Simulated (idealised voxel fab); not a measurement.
Name of the process module below: voxel wiring stack
For reference, the cross-section in this document is cut, with width 230 nm and square cells of 5 nm.
A cross-section is written here as square cells arranged in a grid, and it is given in bands from the top down, each band taking up one or more rows of cells.
Quick guide to a band line: top height, bottom height (nm) up front; then every material left to right with its width in nm. Only one material and it's marked "throughout"? Then it fills the band edge to edge. And "air" just means empty space.
A quick word on heights: they are counted from 0, and under that level the wafer as it came to us is one material throughout. The lowest band is different from the rest in having no bottom; it simply continues downward, written as in "0 -> down".
Think of "30->40" as a width that walks from the first number to the second as you go down the band, top row to bottom row, taking equal-sized steps from row to row.
Basically "no alterations made" means that step didn't change any cell in the cross-section.
Any empty space of 8 cells or more lacking an open way to the top shows up in "Cavities, sealed" as width x height at distance, distance from the left edge, in nm.
Formally, on a step line, whatever follows the settings is a remark that the simulator itself makes on the step.
"overlay nm", when on a step's line for a step with a mask, measures how far to the right of its planned place the mask lay; a negative measure means to the left.

Intended process steps
1 RECEIVE with material Si
2 CONFORMAL_DEP with material SiO2, thk nm 15
3 DIRECTIONAL_DEP with material TiN, thk nm 5
4 DIRECTIONAL_DEP with material W, thk nm 25
5 DIRECTIONAL_DEP with material aC, thk nm 15
6 PATTERN with tone cover, mask id METAL_1, material resist, width nm 25, pitch nm 40, thk nm 30, overlay nm 0
7 DIRECTIONAL_ETCH with etch materials aC, depth nm 15
8 STRIP with etch materials resist
9 DIRECTIONAL_ETCH with etch materials W, depth nm 25
10 DIRECTIONAL_ETCH with etch materials TiN, depth nm 5
11 STRIP with etch materials aC
12 FILL_DEP with material lowk, thk nm 5
13 CMP with height nm 45
14 CONFORMAL_DEP with material SiCN, thk nm 5
15 DIRECTIONAL_DEP with material SiO2, thk nm 15
16 DIRECTIONAL_DEP with material aC, thk nm 10
17 PATTERN with tone open, mask id PLUG_1, material resist, width nm 15, pitch nm 80, thk nm 25, overlay nm 0
18 DIRECTIONAL_ETCH with etch materials aC, depth nm 10
19 STRIP with etch materials resist
20 DIRECTIONAL_ETCH with etch materials SiO2, depth nm 15
21 DIRECTIONAL_ETCH with etch materials SiCN, depth nm 5
22 STRIP with etch materials aC
23 EPI with material Ru, thk nm 10
24 EPI with material Ru, thk nm 10
25 DIRECTIONAL_DEP with material TiN, thk nm 5
26 DIRECTIONAL_DEP with material W, thk nm 15
27 MASKED_ETCH with tone cover, mask id METAL_2, width nm 25, pitch nm 40, etch materials W, depth nm 15, overlay nm 0
28 MASKED_ETCH with tone cover, mask id METAL_2, width nm 25, pitch nm 40, etch materials TiN, depth nm 5, overlay nm 0
29 CONFORMAL_DEP with material SiN, thk nm 5
30 FILL_DEP with material SiO2, thk nm 5
31 CMP with height nm 85
32 CONFORMAL_DEP with material SiCN, thk nm 5
33 DIRECTIONAL_DEP with material lowk, thk nm 25
34 DIRECTIONAL_DEP with material aC, thk nm 15
35 PATTERN with tone open, mask id METAL_3_HOLES, material resist, width nm 15, pitch nm 40, thk nm 35, overlay nm 0
36 DIRECTIONAL_ETCH with etch materials aC, depth nm 15
37 STRIP with etch materials resist
38 DIRECTIONAL_ETCH with etch materials lowk, depth nm 25
39 STRIP with etch materials aC
40 DIRECTIONAL_DEP with material aC, thk nm 10
41 PATTERN with tone open, mask id METAL_3, material resist, width nm 25, pitch nm 40, thk nm 25, overlay nm 0
42 DIRECTIONAL_ETCH with etch materials aC, depth nm 10
43 STRIP with etch materials resist
44 DIRECTIONAL_ETCH with etch materials lowk, depth nm 15
45 DIRECTIONAL_ETCH with etch materials SiCN, depth nm 5
46 STRIP with etch materials aC
47 CONFORMAL_DEP with material TiN, thk nm 5
48 FILL_DEP with material Ru, thk nm 5
49 CMP with height nm 115
50 CONFORMAL_DEP with material SiCN, thk nm 5
51 DIRECTIONAL_DEP with material lowk, thk nm 15
52 PATTERN with tone open, mask id PLUG_3, material resist, width nm 15, pitch nm 80, thk nm 15, overlay nm 0
53 DIRECTIONAL_ETCH with etch materials lowk, depth nm 15
54 DIRECTIONAL_ETCH with etch materials SiCN, depth nm 5
55 STRIP with etch materials resist
56 CONFORMAL_DEP with material TiN, thk nm 5
57 FILL_DEP with material W, thk nm 5
58 CMP with height nm 135
59 DIRECTIONAL_DEP with material TiN, thk nm 5
60 DIRECTIONAL_DEP with material W, thk nm 15
61 PATTERN with tone cover, mask id METAL_4, material resist, width nm 25, pitch nm 40, thk nm 15, overlay nm 0
62 DIRECTIONAL_ETCH with etch materials W, depth nm 15
63 DIRECTIONAL_ETCH with etch materials TiN, depth nm 5
64 STRIP with etch materials resist
65 FILL_DEP with material lowk, thk nm 10
66 CMP with height nm 155
67 CONFORMAL_DEP with material SiCN, thk nm 5

As received, after step 1
  0 -> down  Si throughout
  Cavities, sealed: none

Wafer cross-section at end of module: start and plan as shown above, one execution error
  160 -> 155  SiCN throughout
  155 -> 140  lowk (45); W (15); lowk (25); W (15); lowk (25); W (15); lowk (25); W (15); lowk (50)
  140 -> 135  lowk (45); TiN (15); lowk (25); TiN (15); lowk (25); TiN (15); lowk (25); TiN (15); lowk (50)
  135 -> 120  lowk (40); TiN (5); W (5); TiN (5); lowk (65); TiN (5); W (5); TiN (5); lowk (95)
  120 -> 115  SiCN (40); TiN (15); SiCN (65); TiN (15); SiCN (95)
  115 -> 105  lowk (40); TiN (5); Ru (15); TiN (5); lowk (15); TiN (5); Ru (15); TiN (5); lowk (15); TiN (5); Ru (15); TiN (5); lowk (15); TiN (5); Ru (15); TiN (5); lowk (45)
  105 -> 100  lowk (40); TiN (5); Ru (5); TiN (15); lowk (15); TiN (5); Ru (5); TiN (15); lowk (15); TiN (5); Ru (5); TiN (15); lowk (15); TiN (5); Ru (5); TiN (15); lowk (45)
  100 -> 90  lowk (40); TiN (5); Ru (5); TiN (5); lowk (25); TiN (5); Ru (5); TiN (5); lowk (25); TiN (5); Ru (5); TiN (5); lowk (25); TiN (5); Ru (5); TiN (5); lowk (55)
  90 -> 85  SiCN (40); TiN (15); SiCN (25); TiN (15); SiCN (25); TiN (15); SiCN (25); TiN (15); SiCN (55)
  85 -> 70  SiO2 (35); SiN (5); W (25); SiN (5); SiO2 (5); SiN (5); W (25); SiN (5); SiO2 (5); SiN (5); W (25); SiN (5); SiO2 (5); SiN (5); W (25); SiN (5); SiO2 (40)
  70 -> 65  SiN (40); TiN (25); SiN (15); TiN (25); SiN (15); TiN (25); SiN (15); TiN (25); SiN (45)
  65 -> 50  SiO2 (40); Ru (15); SiO2 (65); Ru (15); SiO2 (95)
  50 -> 45  SiCN (40); Ru (15); SiCN (65); Ru (15); SiCN (95)
  45 -> 20  lowk (40); W (25); lowk (15); W (25); lowk (15); W (25); lowk (15); W (25); lowk (45)
  20 -> 15  lowk (40); TiN (25); lowk (15); TiN (25); lowk (15); TiN (25); lowk (15); TiN (25); lowk (45)
  15 -> 0  SiO2 throughout
  0 -> down  Si throughout
  Cavities, sealed: none
What went wrong in running the wafer? note that step 61 departed from the planned setting and was carried out as PATTERN with tone cover, mask id METAL_4, material resist, width nm 15, pitch nm 40, thk nm 15, overlay nm 0
